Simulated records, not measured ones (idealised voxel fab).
The following is a process module called voxel lift off.
Shown is cross-section cut, with a width of 290 nm and square cells of size 5 nm.
Heads up, the way a cross-section reads in here is a grid of square cells, handed over as bands from the top down, with every band being one or more rows of cells.
Each band's line starts with the height of the band's top and of its bottom, in nm. Then come its materials from left to right, each with its width in nm. One material with "everywhere" fills the band from edge to edge. "blank" is empty space.
Heights are expressed relative to 0, this being the level below which the as-received wafer comprises one material exclusively. The lowest band is unbounded in the downward direction and is denoted as in "0 nm and below".
Top row gets the first number, bottom row gets the second, and each row in between changes by the same step: that is how a band width like "30..40" works.
Step note "no modification" = no cross-section cell changed.
In "Closed empty spaces" the enclosed voids are listed, meaning empty spaces of 8 cells or larger without any opening to the top. The form is width x height at distance, distance from the left edge, units nm.
Note: text after step settings on the step line = simulator remark on that step.
Regarding "overlay nm": on a step with a mask, it is the distance the mask lay to the right of its planned place; a negative value places it to the left.
[List of planned process steps]
1,RECEIVE,material Si
2,CONFORMAL_DEP,material SiN,thk nm 15
3,PATTERN,tone open,mask id LINES,material resist,width nm 15,pitch nm 35,thk nm 15,overlay nm 0
4,DIRECTIONAL_DEP,material Ru,thk nm 5
5,STRIP,etch materials resist
6,CONFORMAL_DEP,material SiCN,thk nm 10
[Account of the first of two wafers, which was processed as intended]
[Cross-section of the wafer at receipt, which is the condition after step 1]
> 0 nm and below = Si everywhere
> Closed empty spaces: none
[How the wafer stands in section after step 2]
> 15 nm to 0 nm = SiN everywhere
> For the remainder of the cross-section, below 0, there is no change.
[How the wafer stands in section after step 3]
> 30 nm to 15 nm = 85 of resist / 15 of blank / 20 of resist / 15 of blank / 20 of resist / 15 of blank / 20 of resist / 15 of blank / 85 of resist
> For the remainder of the cross-section, below 15, there is no change.
[How the wafer stands in section after step 4]
> 35 nm to 30 nm = 85 of Ru / 15 of blank / 20 of Ru / 15 of blank / 20 of Ru / 15 of blank / 20 of Ru / 15 of blank / 85 of Ru
> 30 nm to 20 nm = 85 of resist / 15 of blank / 20 of resist / 15 of blank / 20 of resist / 15 of blank / 20 of resist / 15 of blank / 85 of resist
> 20 nm to 15 nm = 85 of resist / 15 of Ru / 20 of resist / 15 of Ru / 20 of resist / 15 of Ru / 20 of resist / 15 of Ru / 85 of resist
> For the remainder of the cross-section, below 15, there is no change.
[How the wafer stands in section after step 5]
> 20 nm to 15 nm = 85 of blank / 15 of Ru / 20 of blank / 15 of Ru / 20 of blank / 15 of Ru / 20 of blank / 15 of Ru / 85 of blank
> For the remainder of the cross-section, below 15, there is no change.
[How the wafer stands in section after step 6]
> 30 nm to 25 nm = 75 of blank / 140 of SiCN / 75 of blank
> 25 nm to 20 nm = SiCN everywhere
> 20 nm to 15 nm = 85 of SiCN / 15 of Ru / 20 of SiCN / 15 of Ru / 20 of SiCN / 15 of Ru / 20 of SiCN / 15 of Ru / 85 of SiCN
> For the remainder of the cross-section, below 15, there is no change.
[Wafer two. Identical start, identical plan. One mistake in execution. Identical history through step 3]
Second wafer shown in cross-section at the time step 4 was slated to end: no modification
[Second wafer shown in cross-section at the time step 5 was slated to end]
> 15 nm to 0 nm = SiN everywhere
> For the remainder of the cross-section, below 0, there is no change.
[Second wafer shown in cross-section at the time step 6 was slated to end]
> 25 nm to 15 nm = SiCN everywhere
> For the remainder of the cross-section, below 15, there is no change.
What was the processing mistake? step 4 of the plan got skipped, so it never ran
The closing comparison, in cells, has the second wafer with more or fewer of some materials than the first: 12 fewer of Ru | 16 fewer of SiCN
